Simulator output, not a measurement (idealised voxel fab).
You're looking at the process module voxel lift off.
FYI the section here is cut, 215 nm wide, cells are 5 nm squares.
For the purposes of this document, a cross-section shall be understood as a grid of square cells, specified as bands listed in top-to-bottom order, each band consisting of one or more rows of cells.
Heads up on the band format: heights come first, top then bottom, in nm. After that it's the materials left to right, each with its width in nm. A single material flagged "full width" fills the whole band edge to edge, and "air" means there's empty space there.
It should be noted that heights are counted from 0, beneath which the wafer as supplied is of one material throughout, and that the lowest band possesses no lower boundary but continues downward, as written in "0 -> down".
You'd read "30 to 40" like this: the band's top row of cells is as wide as the first number, its bottom row is as wide as the second, and going down, every row changes width by the same amount as the row before did.
Step marked "same as before"? Then no cell in the cross-section changed in it.
"Entrapped voids" contains a list of empty spaces, each no smaller than 8 cells and without an open way to the top, written in the form width x height at distance with the distance from the left edge and all three in nm.
On a step's line, text after the settings is the simulator commenting on that step.
overlay nm: for a step with a mask, the amount by which the mask lay right of where it was planned; a negative amount means left of it.
Intended process steps
| 1 | op RECEIVE | material Si |
| 2 | op CONFORMAL_DEP | material SiO2 | thk nm 5 |
| 3 | op PATTERN | tone open | mask id LINES | material resist | width nm 30 | pitch nm 45 | thk nm 25 | overlay nm 0 |
| 4 | op DIRECTIONAL_DEP | material Ru | thk nm 10 |
| 5 | op STRIP | etch materials resist |
| 6 | op CONFORMAL_DEP | material SiCN | thk nm 10 |
On the first of the two wafers: run conducted according to plan
Wafer cross-section on receipt, i.e. after step 1
  0 -> down = Si full width
  Entrapped voids: none
State of the wafer after step 2, shown in cross-section
  5 -> 0 = SiO2 full width
  below 0: unchanged
State of the wafer after step 3, shown in cross-section
  30 -> 5 = resist: 25  air: 30  resist: 15  air: 30  resist: 15  air: 30  resist: 15  air: 30  resist: 25
  below 5: unchanged
State of the wafer after step 4, shown in cross-section
  40 -> 30 = Ru: 25  air: 30  Ru: 15  air: 30  Ru: 15  air: 30  Ru: 15  air: 30  Ru: 25
  30 -> 15 = resist: 25  air: 30  resist: 15  air: 30  resist: 15  air: 30  resist: 15  air: 30  resist: 25
  15 -> 5 = resist: 25  Ru: 30  resist: 15  Ru: 30  resist: 15  Ru: 30  resist: 15  Ru: 30  resist: 25
  below 5: unchanged
State of the wafer after step 5, shown in cross-section
  15 -> 5 = air: 25  Ru: 30  air: 15  Ru: 30  air: 15  Ru: 30  air: 15  Ru: 30  air: 25
  below 5: unchanged
State of the wafer after step 6, shown in cross-section
  25 -> 15 = air: 15  SiCN: 185  air: 15
  15 -> 5 = SiCN: 25  Ru: 30  SiCN: 15  Ru: 30  SiCN: 15  Ru: 30  SiCN: 15  Ru: 30  SiCN: 25
  below 5: unchanged
Wafer two: like wafer one in start and plan, but with one mistake in execution; identical up to and including step 2
Cross-section of the second wafer at the time step 3 of the plan should have ended
  30 -> 5 = resist: 30  air: 25  resist: 20  air: 25  resist: 20  air: 25  resist: 20  air: 25  resist: 25
  below 5: unchanged
Cross-section of the second wafer at the time step 4 of the plan should have ended
  40 -> 30 = Ru: 30  air: 25  Ru: 20  air: 25  Ru: 20  air: 25  Ru: 20  air: 25  Ru: 25
  30 -> 15 = resist: 30  air: 25  resist: 20  air: 25  resist: 20  air: 25  resist: 20  air: 25  resist: 25
  15 -> 5 = resist: 30  Ru: 25  resist: 20  Ru: 25  resist: 20  Ru: 25  resist: 20  Ru: 25  resist: 25
  below 5: unchanged
Cross-section of the second wafer at the time step 5 of the plan should have ended
  15 -> 5 = air: 30  Ru: 25  air: 20  Ru: 25  air: 20  Ru: 25  air: 20  Ru: 25  air: 25
  below 5: unchanged
Cross-section of the second wafer at the time step 6 of the plan should have ended
  25 -> 15 = air: 20  SiCN: 180  air: 15
  15 -> 5 = SiCN: 30  Ru: 25  SiCN: 20  Ru: 25  SiCN: 20  Ru: 25  SiCN: 20  Ru: 25  SiCN: 25
  below 5: unchanged
Misprocessing identified: it should be noted that step 3 was executed with settings other than those planned, the operation and settings actually applied being op PATTERN | tone open | mask id LINES | material resist | width nm 25 | pitch nm 45 | thk nm 25 | overlay nm 0
Count the cells at the end and the second wafer has more or fewer of some materials than the first: Ru -8, SiCN +6
